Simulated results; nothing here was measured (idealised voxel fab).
A process module follows: voxel transistor to metal.
Square cell edge 5 nm, section width 170 nm, ID cut.
Notation: cross-section as square-cell grid; stated in bands, top first, going down; one or more cell rows per band.
Top height, bottom height, nm. Materials left to right, width each, nm. Single material + "all across" = fills band edge to edge. "air" = empty.
Basically, 0 is our baseline, since under it the wafer straight out of the box is all one material. The bottom band has no lower end and keeps on going down, so it looks like "z 0 and below".
Top row gets the first number, bottom row gets the second, and each row in between changes by the same step: that is how a band width like "30..40" works.
"remained unchanged" means the step left every cell of the cross-section as it was.
"Cavities, sealed" specifies each empty space that is not open to the top and that occupies no fewer than 8 cells, using the form width x height at distance, the distance measured from the left edge and all three quantities in nm.
Where a step's line continues beyond its settings, the continuation is a remark by the simulator itself on that step.
When a step includes a mask, the "overlay nm" setting on its line states how far to the right of its planned place that mask lay, and negative values state how far to the left.

Listed below are the process steps as planned
1: op RECEIVE | material Si
2: op CONFORMAL_DEP | material SiO2 | thk nm 5
3: op CONFORMAL_DEP | material SiN | thk nm 15
4: op MASKED_ETCH | tone cover | mask id ACTIVE | width nm 125 | etch materials SiN | depth nm 15 | overlay nm 0
5: op MASKED_ETCH | tone cover | mask id ACTIVE | width nm 125 | etch materials SiO2 | depth nm 5 | overlay nm 0
6: op MASKED_ETCH | tone cover | mask id ACTIVE | width nm 125 | etch materials Si | depth nm 35 | overlay nm 0
7: op FILL_DEP | material SiO2 | thk nm 10
8: op CMP | height nm 20
9: op SELECTIVE_ETCH | etch materials SiO2 | depth nm 10
10: op STRIP | etch materials SiN
11: op SELECTIVE_ETCH | etch materials SiO2 | depth nm 5
12: op OXIDIZE | depth nm 5
13: op DIRECTIONAL_DEP | material polySi | thk nm 20
14: op DIRECTIONAL_DEP | material SiCN | thk nm 10
15: op PATTERN | tone cover | mask id GATE | material resist | width nm 25 | thk nm 20 | overlay nm 0
16: op DIRECTIONAL_ETCH | etch materials SiCN | depth nm 20
17: op DIRECTIONAL_ETCH | etch materials polySi | depth nm 30
18: op STRIP | etch materials resist
19: op CONFORMAL_DEP | material SiO2 | thk nm 5
20: op DIRECTIONAL_ETCH | etch materials SiO2 | depth nm 5
21: op CONFORMAL_DEP | material SiN | thk nm 10
22: op DIRECTIONAL_ETCH | etch materials SiN | depth nm 10
23: op DIRECTIONAL_ETCH | etch materials SiO2 | depth nm 5
24: op DIRECTIONAL_ETCH | etch materials Si | depth nm 10
25: op EPI | material pSi | thk nm 15
26: op FILL_DEP | material SiO2 | thk nm 5
27: op CMP | height nm 30
28: op DIRECTIONAL_DEP | material SiO2 | thk nm 10
29: op MASKED_ETCH | tone open | mask id CONTACT | width nm 35 | pitch nm 70 | etch materials SiO2 | depth nm 30 | overlay nm 0
30: op CONFORMAL_DEP | material TiN | thk nm 5
31: op FILL_DEP | material W | thk nm 5
32: op CMP | height nm 40
33: op CONFORMAL_DEP | material SiCN | thk nm 5
34: op DIRECTIONAL_DEP | material SiO2 | thk nm 20
35: op DIRECTIONAL_DEP | material aC | thk nm 10
36: op PATTERN | tone open | mask id METAL_1 | material resist | width nm 20 | pitch nm 85 | thk nm 25 | overlay nm 0
37: op DIRECTIONAL_ETCH | etch materials aC | depth nm 10
38: op STRIP | etch materials resist
39: op DIRECTIONAL_ETCH | etch materials SiO2 | depth nm 20
40: op DIRECTIONAL_ETCH | etch materials SiCN | depth nm 5
41: op STRIP | etch materials aC
42: op CONFORMAL_DEP | material TiN | thk nm 5
43: op FILL_DEP | material Cu | thk nm 10
44: op CMP | height nm 65
45: op CONFORMAL_DEP | material SiCN | thk nm 5

Received-state cross-section, reflecting completion of step 1
- z 0 and below = Si all across
- Cavities, sealed: none

Sectioned view, first of two wafers, at the close of the module, processed as intended in the plan
- z 70 to 65 = SiCN all across
- z 65 to 45 = SiO2=30, TiN=5, Cu=10, TiN=5, SiO2=65, TiN=5, Cu=10, TiN=5, SiO2=35
- z 45 to 40 = SiCN=30, TiN=20, SiCN=65, TiN=20, SiCN=35
- z 40 to 30 = SiO2=30, TiN=5, W=25..15, TiN=5..15, SiO2=35, TiN=5..15, W=25..15, TiN=5, SiO2=35
- z 30 to 20 = SiO2=30, TiN=5, W=15, TiN=5, SiN=10, SiO2=5, SiCN=25, SiO2=5, SiN=10, TiN=5, W=15, TiN=5, SiO2=35
- z 20 to 15 = SiO2=30, TiN=5, W=15, TiN=5, SiN=10, SiO2=5, polySi=25, SiO2=5, SiN=10, TiN=5, W=15, TiN=5, SiO2=35
- z 15 to 10 = SiO2=30, TiN=25, SiN=10, SiO2=5, polySi=25, SiO2=5, SiN=10, TiN=25, SiO2=35
- z 10 to 5 = SiO2=25, pSi=30, SiN=10, SiO2=5, polySi=25, SiO2=5, SiN=10, pSi=30, SiO2=30
- z 5 to 0 = SiO2=20, SiN=10, pSi=25, SiN=10, SiO2=5, polySi=25, SiO2=5, SiN=10, pSi=25, SiN=10, SiO2=25
- z 0 to -5 = SiO2=30, pSi=25, SiO2=55, pSi=25, SiO2=35
- z -5 to -15 = SiO2=20, Si=10, pSi=25, Si=55, pSi=25, Si=10, SiO2=25
- z -15 to -35 = SiO2=20, Si=125, SiO2=25
- z -35 and below = Si all across
- Cavities, sealed: none

Cross-sectional view of the second of two wafers upon completion of the module. This wafer shared its starting condition and process plan with the first; one error was made during its execution
- z 70 to 65 = SiCN all across
- z 65 to 45 = SiO2=30, TiN=5, Cu=10, TiN=5, SiO2=65, TiN=5, Cu=10, TiN=5, SiO2=35
- z 45 to 40 = SiCN=30, TiN=20, SiCN=65, TiN=20, SiCN=35
- z 40 to 30 = SiO2=30, TiN=5, W=25..15, TiN=5..15, SiO2=35, TiN=5..15, W=25..15, TiN=5, SiO2=35
- z 30 to 20 = SiO2=30, TiN=5, W=15, TiN=5, SiN=10, SiO2=5, SiCN=25, SiO2=5, SiN=10, TiN=5, W=15, TiN=5, SiO2=35
- z 20 to 15 = SiO2=30, TiN=5, W=15, TiN=5, SiN=10, SiO2=5, polySi=25, SiO2=5, SiN=10, TiN=5, W=15, TiN=5, SiO2=35
- z 15 to 10 = SiO2=30, TiN=25, SiN=10, SiO2=5, polySi=25, SiO2=5, SiN=10, TiN=25, SiO2=35
- z 10 to 5 = SiO2=25, pSi=30, SiN=10, SiO2=5, polySi=25, SiO2=5, SiN=10, pSi=30, SiO2=30
- z 5 to 0 = SiO2=20, SiN=10, pSi=25, SiN=10, SiO2=5, polySi=25, SiO2=5, SiN=10, pSi=25, SiN=10, SiO2=25
- z 0 to -5 = SiO2=30, pSi=25, SiO2=55, pSi=25, SiO2=35
- z -5 to -15 = SiO2=20, Si=10, pSi=25, Si=55, pSi=25, Si=10, SiO2=25
- z -15 to -70 = SiO2=20, Si=125, SiO2=25
- z -70 and below = Si all across
- Cavities, sealed: none
The plan and the run diverged here: step 6 of the plan was executed twice over
It is noted that, at the conclusion of processing, the second wafer exhibits a higher or lower cell count for certain materials relative to the first: -63 Si | +63 SiO2
